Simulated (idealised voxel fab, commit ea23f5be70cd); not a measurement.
process module | voxel capacitor over wiring
cross-section cut | 200 nm wide | cells 5 nm
A cross-section is a grid of square cells, given in bands from the top down. A band is one or more rows of cells.
Each band's line starts with the height of the band's top and of its bottom, in nm. Then come its materials from left to right, each with its width in nm. One material with "throughout" fills the band from edge to edge. "air" is empty space.
Height 0 is the level under which the wafer as received is all one material. The lowest band goes on downwards, as in "0 down".
A width such as "30 to 40" changes by the same amount from each row of cells to the next, from the band's top row to its bottom row.
"no change" after a step means that no cell of the cross-section changed.
closed voids: empty space of 8 cells or more with no open way to the top, each as width x height at its distance from the left edge, in nm
after a step's settings: what the simulator itself notes on the step
overlay nm, on a step with a mask: how far to the right of its planned place the mask lay; to the left if negative
plan
1 op RECEIVE | material Si
2 op CONFORMAL_DEP | material SiO2 | thk nm 15
3 op DIRECTIONAL_DEP | material TiN | thk nm 5
4 op DIRECTIONAL_DEP | material W | thk nm 25
5 op DIRECTIONAL_DEP | material aC | thk nm 15
6 op PATTERN | tone cover | mask id METAL_1 | material resist | width nm 25 | pitch nm 95 | thk nm 30 | overlay nm 0
7 op DIRECTIONAL_ETCH | etch materials aC | depth nm 15
8 op STRIP | etch materials resist
9 op DIRECTIONAL_ETCH | etch materials W | depth nm 25
10 op DIRECTIONAL_ETCH | etch materials TiN | depth nm 5
11 op STRIP | etch materials aC
12 op FILL_DEP | material SiO2 | thk nm 10
13 op CMP | height nm 45
14 op CONFORMAL_DEP | material SiCN | thk nm 5
15 op DIRECTIONAL_DEP | material lowk | thk nm 20
16 op DIRECTIONAL_DEP | material aC | thk nm 15
17 op PATTERN | tone open | mask id PLUG_1 | material resist | width nm 15 | thk nm 30 | overlay nm 0
18 op DIRECTIONAL_ETCH | etch materials aC | depth nm 15
19 op STRIP | etch materials resist
20 op DIRECTIONAL_ETCH | etch materials lowk | depth nm 20
21 op DIRECTIONAL_ETCH | etch materials SiCN | depth nm 5
22 op STRIP | etch materials aC
23 op CONFORMAL_DEP | material TiN | thk nm 5
24 op FILL_DEP | material Cu | thk nm 5
25 op CMP | height nm 70
26 op DIRECTIONAL_DEP | material TiN | thk nm 10
27 op DIRECTIONAL_DEP | material HfO2 | thk nm 5
28 op DIRECTIONAL_DEP | material TiN | thk nm 5
29 op MASKED_ETCH | tone cover | mask id UPPER_PLATE | width nm 75 | etch materials TiN | depth nm 5 | overlay nm 0
30 op MASKED_ETCH | tone cover | mask id UPPER_PLATE | width nm 75 | etch materials HfO2 | depth nm 5 | overlay nm 0
31 op MASKED_ETCH | tone cover | mask id LOWER_PLATE | width nm 85 | etch materials TiN | depth nm 10 | overlay nm 0
32 op FILL_DEP | material SiO2 | thk nm 15
33 op CMP | height nm 100
34 op PATTERN | tone open | mask id PLUG_2 | material resist | width nm 15 | thk nm 20 | overlay nm 0
35 op DIRECTIONAL_ETCH | etch materials SiO2 | depth nm 10
36 op STRIP | etch materials resist
37 op CONFORMAL_DEP | material TiN | thk nm 5
38 op FILL_DEP | material W | thk nm 5
39 op CMP | height nm 100
40 op CONFORMAL_DEP | material SiN | thk nm 5
as received, after step 1
  0 down: Si throughout
  closed voids: none
a wafer at the end: this start, this plan, one mistake
  105 to 100: SiN throughout
  100 to 95: SiO2 60 | TiN 5 | W 5 | TiN 5 | SiO2 125
  95 to 85: SiO2 60 to 50 | TiN 15 to 75 | SiO2 125 to 75
  85 to 80: SiO2 50 | HfO2 75 | SiO2 75
  80 to 70: SiO2 45 | TiN 85 | SiO2 70
  70 to 50: lowk 50 | TiN 5 | Cu 5 | TiN 5 | lowk 135
  50 to 45: SiCN 50 | TiN 15 | SiCN 135
  45 to 20: W 40 | SiO2 25 | W 70 | SiO2 25 | W 40
  20 to 15: TiN 40 | SiO2 25 | TiN 70 | SiO2 25 | TiN 40
  15 to 0: SiO2 throughout
  0 down: Si throughout
  closed voids: none
what went wrong: step 6 ran as: op PATTERN | tone open | mask id METAL_1 | material resist | width nm 25 | pitch nm 95 | thk nm 30 | overlay nm 0
